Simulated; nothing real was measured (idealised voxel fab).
process module | voxel capacitor over wiring
cross-section cut | 180 nm wide | cells 5 nm
A cross-section is a grid of square cells, given in bands from the top down. A band is one or more rows of cells.
Each band's line starts with the height of the band's top and of its bottom, in nm. Then come its materials from left to right, each with its width in nm. One material with "throughout" fills the band from edge to edge. "air" is empty space.
Height 0 is the level under which the wafer as received is all one material. The lowest band goes on downwards, as in "0 down".
A width such as "30 to 40" changes by the same amount from each row of cells to the next, from the band's top row to its bottom row.
"no change" after a step means that no cell of the cross-section changed.
closed voids: empty space of 8 cells or more with no open way to the top, each as width x height at its distance from the left edge, in nm
after a step's settings: what the simulator itself notes on the step
overlay nm, on a step with a mask: how far to the right of its planned place the mask lay; to the left if negative
plan
1 op RECEIVE | material Si
2 op CONFORMAL_DEP | material SiO2 | thk nm 15
3 op CONFORMAL_DEP | material SiN | thk nm 5
4 op DIRECTIONAL_DEP | material lowk | thk nm 15
5 op PATTERN | tone open | mask id METAL_1 | material resist | width nm 30 | pitch nm 85 | thk nm 20 | overlay nm 0
6 op DIRECTIONAL_ETCH | etch materials lowk | depth nm 15
7 op DIRECTIONAL_ETCH | etch materials SiN | depth nm 5
8 op STRIP | etch materials resist
9 op CONFORMAL_DEP | material TiN | thk nm 5
10 op FILL_DEP | material Ru | thk nm 10
11 op CMP | height nm 35
12 op CONFORMAL_DEP | material SiCN | thk nm 5
13 op DIRECTIONAL_DEP | material lowk | thk nm 15
14 op DIRECTIONAL_DEP | material aC | thk nm 10
15 op PATTERN | tone open | mask id PLUG_1 | material resist | width nm 15 | thk nm 25 | overlay nm 0
16 op DIRECTIONAL_ETCH | etch materials aC | depth nm 10
17 op STRIP | etch materials resist
18 op DIRECTIONAL_ETCH | etch materials lowk | depth nm 15
19 op DIRECTIONAL_ETCH | etch materials SiCN | depth nm 5
20 op STRIP | etch materials aC
21 op CONFORMAL_DEP | material TiN | thk nm 5
22 op FILL_DEP | material W | thk nm 10
23 op CMP | height nm 55
24 op DIRECTIONAL_DEP | material TiN | thk nm 5
25 op DIRECTIONAL_DEP | material Al2O3 | thk nm 5
26 op DIRECTIONAL_DEP | material TiN | thk nm 10
27 op PATTERN | tone cover | mask id UPPER_PLATE | material resist | width nm 60 | thk nm 15 | overlay nm 0
28 op DIRECTIONAL_ETCH | etch materials TiN | depth nm 10
29 op DIRECTIONAL_ETCH | etch materials Al2O3 | depth nm 5
30 op STRIP | etch materials resist
31 op MASKED_ETCH | tone cover | mask id LOWER_PLATE | width nm 70 | etch materials TiN | depth nm 5 | overlay nm 0
32 op FILL_DEP | material SiO2 | thk nm 20
33 op CMP | height nm 90
34 op MASKED_ETCH | tone open | mask id PLUG_2 | width nm 15 | etch materials SiO2 | depth nm 15 | overlay nm 0
35 op CONFORMAL_DEP | material TiN | thk nm 5
36 op FILL_DEP | material W | thk nm 10
37 op CMP | height nm 90
38 op CONFORMAL_DEP | material SiN | thk nm 5
as received, after step 1
  0 down: Si throughout
  closed voids: none
a wafer at the end: this start, this plan, one mistake
  95 to 90: SiN throughout
  90 to 80: SiO2 55 | TiN 5 | W 5 | TiN 5 | SiO2 110
  80 to 75: SiO2 55 | TiN 15 | SiO2 110
  75 to 70: SiO2 45 | Al2O3 60 | SiO2 75
  70 to 65: SiO2 40 | TiN 70 | SiO2 70
  65 to 55: TiN throughout
  55 to 40: lowk 45 | TiN 5 | W 5 | TiN 5 | lowk 120
  40 to 35: SiCN 45 | TiN 15 | SiCN 120
  35 to 20: lowk 30 | TiN 5 | Ru 20 | TiN 5 | lowk 55 | TiN 5 | Ru 20 | TiN 5 | lowk 35
  20 to 15: SiN 30 | TiN 30 | SiN 55 | TiN 30 | SiN 35
  15 to 0: SiO2 throughout
  0 down: Si throughout
  closed voids: none
what went wrong: steps 25 and 26 were swapped
